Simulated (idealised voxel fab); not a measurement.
A process module follows: voxel self aligned vias.
Square cells of 5 nm make up the cross-section cut, whose width is 290 nm.
Each cross-section below is a grid of square cells, stated as bands in top-down order, with one or more rows of cells making up each band. Top, bottom (nm), then materials left to right with widths (nm); lone material tagged "edge to edge" fills the whole band edge to edge; "air" = empty space. Convention: height 0 is the level below which the wafer, as received, is all one material. The lowest band does not terminate at the bottom but continues downward, represented as "from 0 down". A width given as "30 to 40" starts at the first number in the band's top row and ends at the second number in its bottom row, shifting by an equal amount at every step from row to row. No cell of the cross-section changed in a step that is given as "identical to before". "Fully closed voids" - sealed voids, min. 8 cells, no opening to top; format: width x height at distance (distance from left edge; nm throughout). On each step's line, the part that comes after the settings is the simulator's own comment on the step. On any step carrying a mask, the "overlay nm" setting, if present on the step's line, tells how far right of its planned place the mask lay; negative values point to the left.
Steps in the process plan
step 1: RECEIVE,material Si
step 2: CONFORMAL_DEP,material SiO2,thk nm 10
step 3: CONFORMAL_DEP,material SiCN,thk nm 5
step 4: DIRECTIONAL_DEP,material SiO2,thk nm 20
step 5: MASKED_ETCH,tone open,mask id LINES,width nm 25,pitch nm 50,etch materials SiO2,depth nm 20,overlay nm 0
step 6: CONFORMAL_DEP,material TiN,thk nm 5
step 7: FILL_DEP,material Ru,thk nm 5
step 8: CMP,height nm 35
step 9: SELECTIVE_ETCH,etch materials W Ru TiN,depth nm 5
step 10: FILL_DEP,material SiN,thk nm 10
step 11: CMP,height nm 35
step 12: DIRECTIONAL_DEP,material SiO2,thk nm 15
step 13: DIRECTIONAL_DEP,material aC,thk nm 10
step 14: PATTERN,tone open,mask id VIAS,material resist,width nm 35,pitch nm 50,thk nm 30,overlay nm 0
step 15: DIRECTIONAL_ETCH,etch materials aC,depth nm 10
step 16: STRIP,etch materials resist
step 17: DIRECTIONAL_ETCH,etch materials SiO2,depth nm 15
step 18: DIRECTIONAL_ETCH,etch materials SiN,depth nm 5
step 19: STRIP,etch materials aC
step 20: CONFORMAL_DEP,material TiN,thk nm 5
step 21: FILL_DEP,material Cu,thk nm 5
step 22: CMP,height nm 50
step 23: CONFORMAL_DEP,material SiN,thk nm 5
Delivered wafer in cross-section: state after step 1
  from 0 down = Si edge to edge
  Fully closed voids: none
Wafer cross-section at end of module: start and plan as shown above, one execution error
  from 55 to 50 = SiN edge to edge
  from 50 to 40 = SiO2 (100), TiN (5), Cu (25), TiN (5), SiO2 (15), TiN (5), Cu (25), TiN (5), SiO2 (105)
  from 40 to 35 = SiO2 (100), TiN (35), SiO2 (15), TiN (35), SiO2 (105)
  from 35 to 30 = SiN (100), TiN (5), SiO2 (25), TiN (5), SiN (15), TiN (5), SiO2 (25), TiN (5), SiN (105)
  from 30 to 20 = Ru (100), TiN (5), SiO2 (25), TiN (5), Ru (15), TiN (5), SiO2 (25), TiN (5), Ru (105)
  from 20 to 15 = TiN (105), SiO2 (25), TiN (25), SiO2 (25), TiN (110)
  from 15 to 10 = SiCN edge to edge
  from 10 to 0 = SiO2 edge to edge
  from 0 down = Si edge to edge
  Fully closed voids: none
Here's what went sideways: contrary to plan, step 5 was performed as MASKED_ETCH,tone cover,mask id LINES,width nm 25,pitch nm 50,etch materials SiO2,depth nm 20,overlay nm 0
